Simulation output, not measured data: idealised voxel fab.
This is a process module. Its name is voxel gate over fins.
FYI the section here is cut, 220 nm wide, cells are 5 nm squares.
Format of a cross-section: grid, square cells. Given as bands. Order: top down. Band: one or more rows of cells. Read a band's entry like this: the first values are the height of its top and the height of its bottom in nm, and what follows is the sequence of materials from left to right, each with its width in nm. Note that "empty" is empty space, and that a single material marked "everywhere" reaches across the band from edge to edge. Zero point of the height axis is 0; under it, received wafer = one material. Lowest band: continues down indefinitely, "0 -> down". Width spec "30->40" -> top row of cells at first value, bottom row at second value, equal per-row change in between. "remained the same" after a step means that no cell of the cross-section changed. Reported under the label "Cavities, closed" are the empty spaces having no open way to the top and comprising 8 cells or more; the notation for each is width x height at distance, in which the distance is measured from the left edge and all three values are in nm. Formally, on a step line, whatever follows the settings is a remark that the simulator itself makes on the step. Each step line may optionally specify "overlay nm", which for a step with a mask gives the rightward distance between the mask's planned place and where it lay, a negative value indicating the leftward direction.

### Set out below are the planned steps of the process
1. RECEIVE (material Si)
2. CONFORMAL_DEP (material SiN; thk nm 5)
3. DIRECTIONAL_DEP (material aC; thk nm 10)
4. PATTERN (tone cover; mask id FINS; material resist; width nm 15; pitch nm 40; thk nm 25; overlay nm 0)
5. DIRECTIONAL_ETCH (etch materials aC; depth nm 10)
6. STRIP (etch materials resist)
7. DIRECTIONAL_ETCH (etch materials SiN; depth nm 5)
8. DIRECTIONAL_ETCH (etch materials Si; depth nm 40)
9. STRIP (etch materials aC)
10. OXIDIZE (depth nm 5)
11. FILL_DEP (material SiO2; thk nm 5)
12. CMP (height nm 5)
13. SELECTIVE_ETCH (etch materials SiO2; depth nm 15)
14. STRIP (etch materials SiN)
15. CONFORMAL_DEP (material HfO2; thk nm 5)
16. CONFORMAL_DEP (material TiN; thk nm 5)
17. CONFORMAL_DEP (material TiAl; thk nm 5)
18. CONFORMAL_DEP (material TiN; thk nm 5)
19. FILL_DEP (material W; thk nm 10)
20. CMP (height nm 25)
21. CONFORMAL_DEP (material SiCN; thk nm 10)

### First wafer out of two, processed as planned

### Incoming wafer, cross-sectional view, post step 1
> 0 -> down | Si everywhere
> Cavities, closed: none

### How the wafer stands in section after step 2
> 5 -> 0 | SiN everywhere
> below 0: unchanged

### How the wafer stands in section after step 3
> 15 -> 5 | aC everywhere
> below 5: unchanged

### How the wafer stands in section after step 4
> 40 -> 15 | 40 nm empty / 15 nm resist / 25 nm empty / 15 nm resist / 25 nm empty / 15 nm resist / 25 nm empty / 15 nm resist / 45 nm empty
> below 15: unchanged

### How the wafer stands in section after step 5
> 30 -> 15 | 40 nm empty / 15 nm resist / 25 nm empty / 15 nm resist / 25 nm empty / 15 nm resist / 25 nm empty / 15 nm resist / 45 nm empty
> 15 -> 5 | 40 nm empty / 15 nm aC / 25 nm empty / 15 nm aC / 25 nm empty / 15 nm aC / 25 nm empty / 15 nm aC / 45 nm empty
> below 5: unchanged

### How the wafer stands in section after step 6
> 15 -> 5 | 40 nm empty / 15 nm aC / 25 nm empty / 15 nm aC / 25 nm empty / 15 nm aC / 25 nm empty / 15 nm aC / 45 nm empty
> below 5: unchanged

### How the wafer stands in section after step 7
> 15 -> 5 | 40 nm empty / 15 nm aC / 25 nm empty / 15 nm aC / 25 nm empty / 15 nm aC / 25 nm empty / 15 nm aC / 45 nm empty
> 5 -> 0 | 40 nm empty / 15 nm SiN / 25 nm empty / 15 nm SiN / 25 nm empty / 15 nm SiN / 25 nm empty / 15 nm SiN / 45 nm empty
> below 0: unchanged

### How the wafer stands in section after step 8
> 15 -> 5 | 40 nm empty / 15 nm aC / 25 nm empty / 15 nm aC / 25 nm empty / 15 nm aC / 25 nm empty / 15 nm aC / 45 nm empty
> 5 -> 0 | 40 nm empty / 15 nm SiN / 25 nm empty / 15 nm SiN / 25 nm empty / 15 nm SiN / 25 nm empty / 15 nm SiN / 45 nm empty
> 0 -> -40 | 40 nm empty / 15 nm Si / 25 nm empty / 15 nm Si / 25 nm empty / 15 nm Si / 25 nm empty / 15 nm Si / 45 nm empty
> below -40: unchanged

### How the wafer stands in section after step 9
> 5 -> 0 | 40 nm empty / 15 nm SiN / 25 nm empty / 15 nm SiN / 25 nm empty / 15 nm SiN / 25 nm empty / 15 nm SiN / 45 nm empty
> below 0: unchanged

### How the wafer stands in section after step 10
> 5 -> 0 | 40 nm empty / 15 nm SiN / 25 nm empty / 15 nm SiN / 25 nm empty / 15 nm SiN / 25 nm empty / 15 nm SiN / 45 nm empty
> 0 -> -40 | 40 nm empty / 5 nm SiO2 / 5 nm Si / 5 nm SiO2 / 25 nm empty / 5 nm SiO2 / 5 nm Si / 5 nm SiO2 / 25 nm empty / 5 nm SiO2 / 5 nm Si / 5 nm SiO2 / 25 nm empty / 5 nm SiO2 / 5 nm Si / 5 nm SiO2 / 45 nm empty
> -40 -> -45 | 45 nm SiO2 / 5 nm Si / 35 nm SiO2 / 5 nm Si / 35 nm SiO2 / 5 nm Si / 35 nm SiO2 / 5 nm Si / 50 nm SiO2
> below -45: unchanged

### How the wafer stands in section after step 11
> 10 -> 5 | SiO2 everywhere
> 5 -> 0 | 40 nm SiO2 / 15 nm SiN / 25 nm SiO2 / 15 nm SiN / 25 nm SiO2 / 15 nm SiN / 25 nm SiO2 / 15 nm SiN / 45 nm SiO2
> 0 -> -45 | 45 nm SiO2 / 5 nm Si / 35 nm SiO2 / 5 nm Si / 35 nm SiO2 / 5 nm Si / 35 nm SiO2 / 5 nm Si / 50 nm SiO2
> below -45: unchanged

### How the wafer stands in section after step 12
> 5 -> 0 | 40 nm SiO2 / 15 nm SiN / 25 nm SiO2 / 15 nm SiN / 25 nm SiO2 / 15 nm SiN / 25 nm SiO2 / 15 nm SiN / 45 nm SiO2
> below 0: unchanged

### How the wafer stands in section after step 13
> 5 -> 0 | 40 nm empty / 15 nm SiN / 25 nm empty / 15 nm SiN / 25 nm empty / 15 nm SiN / 25 nm empty / 15 nm SiN / 45 nm empty
> 0 -> -10 | 45 nm empty / 5 nm Si / 35 nm empty / 5 nm Si / 35 nm empty / 5 nm Si / 35 nm empty / 5 nm Si / 50 nm empty
> below -10: unchanged

### How the wafer stands in section after step 14
> 0 -> -10 | 45 nm empty / 5 nm Si / 35 nm empty / 5 nm Si / 35 nm empty / 5 nm Si / 35 nm empty / 5 nm Si / 50 nm empty
> below -10: unchanged

### How the wafer stands in section after step 15
> 5 -> 0 | 40 nm empty / 15 nm HfO2 / 25 nm empty / 15 nm HfO2 / 25 nm empty / 15 nm HfO2 / 25 nm empty / 15 nm HfO2 / 45 nm empty
> 0 -> -5 | 40 nm empty / 5 nm HfO2 / 5 nm Si / 5 nm HfO2 / 25 nm empty / 5 nm HfO2 / 5 nm Si / 5 nm HfO2 / 25 nm empty / 5 nm HfO2 / 5 nm Si / 5 nm HfO2 / 25 nm empty / 5 nm HfO2 / 5 nm Si / 5 nm HfO2 / 45 nm empty
> -5 -> -10 | 45 nm HfO2 / 5 nm Si / 35 nm HfO2 / 5 nm Si / 35 nm HfO2 / 5 nm Si / 35 nm HfO2 / 5 nm Si / 50 nm HfO2
> below -10: unchanged

### How the wafer stands in section after step 16
> 10 -> 5 | 35 nm empty / 25 nm TiN / 15 nm empty / 25 nm TiN / 15 nm empty / 25 nm TiN / 15 nm empty / 25 nm TiN / 40 nm empty
> 5 -> 0 | 35 nm empty / 5 nm TiN / 15 nm HfO2 / 5 nm TiN / 15 nm empty / 5 nm TiN / 15 nm HfO2 / 5 nm TiN / 15 nm empty / 5 nm TiN / 15 nm HfO2 / 5 nm TiN / 15 nm empty / 5 nm TiN / 15 nm HfO2 / 5 nm TiN / 40 nm empty
> 0 -> -5 | 40 nm TiN / 5 nm HfO2 / 5 nm Si / 5 nm HfO2 / 25 nm TiN / 5 nm HfO2 / 5 nm Si / 5 nm HfO2 / 25 nm TiN / 5 nm HfO2 / 5 nm Si / 5 nm HfO2 / 25 nm TiN / 5 nm HfO2 / 5 nm Si / 5 nm HfO2 / 45 nm TiN
> below -5: unchanged

### How the wafer stands in section after step 17
> 15 -> 10 | 30 nm empty / 35 nm TiAl / 5 nm empty / 35 nm TiAl / 5 nm empty / 35 nm TiAl / 5 nm empty / 35 nm TiAl / 35 nm empty
> 10 -> 5 | 30 nm empty / 5 nm TiAl / 25 nm TiN / 5 nm TiAl / 5 nm empty / 5 nm TiAl / 25 nm TiN / 5 nm TiAl / 5 nm empty / 5 nm TiAl / 25 nm TiN / 5 nm TiAl / 5 nm empty / 5 nm TiAl / 25 nm TiN / 5 nm TiAl / 35 nm empty
> 5 -> 0 | 35 nm TiAl / 5 nm TiN / 15 nm HfO2 / 5 nm TiN / 15 nm TiAl / 5 nm TiN / 15 nm HfO2 / 5 nm TiN / 15 nm TiAl / 5 nm TiN / 15 nm HfO2 / 5 nm TiN / 15 nm TiAl / 5 nm TiN / 15 nm HfO2 / 5 nm TiN / 40 nm TiAl
> below 0: unchanged

### How the wafer stands in section after step 18
> 20 -> 15 | 25 nm empty / 165 nm TiN / 30 nm empty
> 15 -> 10 | 25 nm empty / 5 nm TiN / 35 nm TiAl / 5 nm TiN / 35 nm TiAl / 5 nm TiN / 35 nm TiAl / 5 nm TiN / 35 nm TiAl / 5 nm TiN / 30 nm empty
> 10 -> 5 | 30 nm TiN / 5 nm TiAl / 25 nm TiN / 5 nm TiAl / 5 nm TiN / 5 nm TiAl / 25 nm TiN / 5 nm TiAl / 5 nm TiN / 5 nm TiAl / 25 nm TiN / 5 nm TiAl / 5 nm TiN / 5 nm TiAl / 25 nm TiN / 5 nm TiAl / 35 nm TiN
> below 5: unchanged

### How the wafer stands in section after step 19
> 30 -> 20 | W everywhere
> 20 -> 15 | 25 nm W / 165 nm TiN / 30 nm W
> 15 -> 10 | 25 nm W / 5 nm TiN / 35 nm TiAl / 5 nm TiN / 35 nm TiAl / 5 nm TiN / 35 nm TiAl / 5 nm TiN / 35 nm TiAl / 5 nm TiN / 30 nm W
> below 10: unchanged

### How the wafer stands in section after step 20
> 25 -> 20 | W everywhere
> below 20: unchanged

### How the wafer stands in section after step 21
> 35 -> 25 | SiCN everywhere
> below 25: unchanged

### Okay, second wafer. Nothing different at the start, nothing different in the plan, just one mistake somewhere in the running. As far as step 3, counting that step, it's the first wafer all over again

### Second wafer cross-section, taken as of the time the plan sets for step 4 to be done
> 40 -> 15 | 40 nm resist / 15 nm empty / 25 nm resist / 15 nm empty / 25 nm resist / 15 nm empty / 25 nm resist / 15 nm empty / 45 nm resist
> below 15: unchanged

### Second wafer cross-section, taken as of the time the plan sets for step 5 to be done
> 30 -> 15 | 40 nm resist / 15 nm empty / 25 nm resist / 15 nm empty / 25 nm resist / 15 nm empty / 25 nm resist / 15 nm empty / 45 nm resist
> 15 -> 5 | 40 nm aC / 15 nm empty / 25 nm aC / 15 nm empty / 25 nm aC / 15 nm empty / 25 nm aC / 15 nm empty / 45 nm aC
> below 5: unchanged

### Second wafer cross-section, taken as of the time the plan sets for step 6 to be done
> 15 -> 5 | 40 nm aC / 15 nm empty / 25 nm aC / 15 nm empty / 25 nm aC / 15 nm empty / 25 nm aC / 15 nm empty / 45 nm aC
> below 5: unchanged

### Second wafer cross-section, taken as of the time the plan sets for step 7 to be done
> 15 -> 5 | 40 nm aC / 15 nm empty / 25 nm aC / 15 nm empty / 25 nm aC / 15 nm empty / 25 nm aC / 15 nm empty / 45 nm aC
> 5 -> 0 | 40 nm SiN / 15 nm empty / 25 nm SiN / 15 nm empty / 25 nm SiN / 15 nm empty / 25 nm SiN / 15 nm empty / 45 nm SiN
> below 0: unchanged

### Second wafer cross-section, taken as of the time the plan sets for step 8 to be done
> 15 -> 5 | 40 nm aC / 15 nm empty / 25 nm aC / 15 nm empty / 25 nm aC / 15 nm empty / 25 nm aC / 15 nm empty / 45 nm aC
> 5 -> 0 | 40 nm SiN / 15 nm empty / 25 nm SiN / 15 nm empty / 25 nm SiN / 15 nm empty / 25 nm SiN / 15 nm empty / 45 nm SiN
> 0 -> -40 | 40 nm Si / 15 nm empty / 25 nm Si / 15 nm empty / 25 nm Si / 15 nm empty / 25 nm Si / 15 nm empty / 45 nm Si
> below -40: unchanged

### Second wafer cross-section, taken as of the time the plan sets for step 9 to be done
> 5 -> 0 | 40 nm SiN / 15 nm empty / 25 nm SiN / 15 nm empty / 25 nm SiN / 15 nm empty / 25 nm SiN / 15 nm empty / 45 nm SiN
> below 0: unchanged

### Second wafer cross-section, taken as of the time the plan sets for step 10 to be done
> 5 -> 0 | 40 nm SiN / 15 nm empty / 25 nm SiN / 15 nm empty / 25 nm SiN / 15 nm empty / 25 nm SiN / 15 nm empty / 45 nm SiN
> 0 -> -40 | 35 nm Si / 5 nm SiO2 / 15 nm empty / 5 nm SiO2 / 15 nm Si / 5 nm SiO2 / 15 nm empty / 5 nm SiO2 / 15 nm Si / 5 nm SiO2 / 15 nm empty / 5 nm SiO2 / 15 nm Si / 5 nm SiO2 / 15 nm empty / 5 nm SiO2 / 40 nm Si
> -40 -> -45 | 35 nm Si / 25 nm SiO2 / 15 nm Si / 25 nm SiO2 / 15 nm Si / 25 nm SiO2 / 15 nm Si / 25 nm SiO2 / 40 nm Si
> below -45: unchanged

### Second wafer cross-section, taken as of the time the plan sets for step 11 to be done
> 10 -> 5 | SiO2 everywhere
> 5 -> 0 | 40 nm SiN / 15 nm SiO2 / 25 nm SiN / 15 nm SiO2 / 25 nm SiN / 15 nm SiO2 / 25 nm SiN / 15 nm SiO2 / 45 nm SiN
> 0 -> -45 | 35 nm Si / 25 nm SiO2 / 15 nm Si / 25 nm SiO2 / 15 nm Si / 25 nm SiO2 / 15 nm Si / 25 nm SiO2 / 40 nm Si
> below -45: unchanged

### Second wafer cross-section, taken as of the time the plan sets for step 12 to be done
> 5 -> 0 | 40 nm SiN / 15 nm SiO2 / 25 nm SiN / 15 nm SiO2 / 25 nm SiN / 15 nm SiO2 / 25 nm SiN / 15 nm SiO2 / 45 nm SiN
> below 0: unchanged

### Second wafer cross-section, taken as of the time the plan sets for step 13 to be done
> 5 -> 0 | 40 nm SiN / 15 nm empty / 25 nm SiN / 15 nm empty / 25 nm SiN / 15 nm empty / 25 nm SiN / 15 nm empty / 45 nm SiN
> 0 -> -10 | 35 nm Si / 25 nm empty / 15 nm Si / 25 nm empty / 15 nm Si / 25 nm empty / 15 nm Si / 25 nm empty / 40 nm Si
> below -10: unchanged

### Second wafer cross-section, taken as of the time the plan sets for step 14 to be done
> 0 -> -10 | 35 nm Si / 25 nm empty / 15 nm Si / 25 nm empty / 15 nm Si / 25 nm empty / 15 nm Si / 25 nm empty / 40 nm Si
> below -10: unchanged

### Second wafer cross-section, taken as of the time the plan sets for step 15 to be done
> 5 -> 0 | 40 nm HfO2 / 15 nm empty / 25 nm HfO2 / 15 nm empty / 25 nm HfO2 / 15 nm empty / 25 nm HfO2 / 15 nm empty / 45 nm HfO2
> 0 -> -5 | 35 nm Si / 5 nm HfO2 / 15 nm empty / 5 nm HfO2 / 15 nm Si / 5 nm HfO2 / 15 nm empty / 5 nm HfO2 / 15 nm Si / 5 nm HfO2 / 15 nm empty / 5 nm HfO2 / 15 nm Si / 5 nm HfO2 / 15 nm empty / 5 nm HfO2 / 40 nm Si
> -5 -> -10 | 35 nm Si / 25 nm HfO2 / 15 nm Si / 25 nm HfO2 / 15 nm Si / 25 nm HfO2 / 15 nm Si / 25 nm HfO2 / 40 nm Si
> below -10: unchanged

### Second wafer cross-section, taken as of the time the plan sets for step 16 to be done
> 10 -> 5 | 45 nm TiN / 5 nm empty / 35 nm TiN / 5 nm empty / 35 nm TiN / 5 nm empty / 35 nm TiN / 5 nm empty / 50 nm TiN
> 5 -> 0 | 40 nm HfO2 / 5 nm TiN / 5 nm empty / 5 nm TiN / 25 nm HfO2 / 5 nm TiN / 5 nm empty / 5 nm TiN / 25 nm HfO2 / 5 nm TiN / 5 nm empty / 5 nm TiN / 25 nm HfO2 / 5 nm TiN / 5 nm empty / 5 nm TiN / 45 nm HfO2
> 0 -> -5 | 35 nm Si / 5 nm HfO2 / 15 nm TiN / 5 nm HfO2 / 15 nm Si / 5 nm HfO2 / 15 nm TiN / 5 nm HfO2 / 15 nm Si / 5 nm HfO2 / 15 nm TiN / 5 nm HfO2 / 15 nm Si / 5 nm HfO2 / 15 nm TiN / 5 nm HfO2 / 40 nm Si
> below -5: unchanged

### Second wafer cross-section, taken as of the time the plan sets for step 17 to be done
> 15 -> 10 | TiAl everywhere
> 10 -> 5 | 45 nm TiN / 5 nm TiAl / 35 nm TiN / 5 nm TiAl / 35 nm TiN / 5 nm TiAl / 35 nm TiN / 5 nm TiAl / 50 nm TiN
> 5 -> 0 | 40 nm HfO2 / 5 nm TiN / 5 nm TiAl / 5 nm TiN / 25 nm HfO2 / 5 nm TiN / 5 nm TiAl / 5 nm TiN / 25 nm HfO2 / 5 nm TiN / 5 nm TiAl / 5 nm TiN / 25 nm HfO2 / 5 nm TiN / 5 nm TiAl / 5 nm TiN / 45 nm HfO2
> below 0: unchanged

### Second wafer cross-section, taken as of the time the plan sets for step 18 to be done
> 20 -> 15 | TiN everywhere
> below 15: unchanged

### Second wafer cross-section, taken as of the time the plan sets for step 19 to be done
> 30 -> 20 | W everywhere
> below 20: unchanged

### Second wafer cross-section, taken as of the time the plan sets for step 20 to be done
> 25 -> 20 | W everywhere
> below 20: unchanged

### Second wafer cross-section, taken as of the time the plan sets for step 21 to be done
> 35 -> 25 | SiCN everywhere
> below 25: unchanged
Want to know what went wrong? step 4 did not happen as planned, as run it was PATTERN (tone open; mask id FINS; material resist; width nm 15; pitch nm 40; thk nm 25; overlay nm 0)
Counted in cells at the end, the second wafer holds more or fewer of these materials than the first: +180 Si; -140 SiO2; -8 TiAl; -10 TiN; -22 W
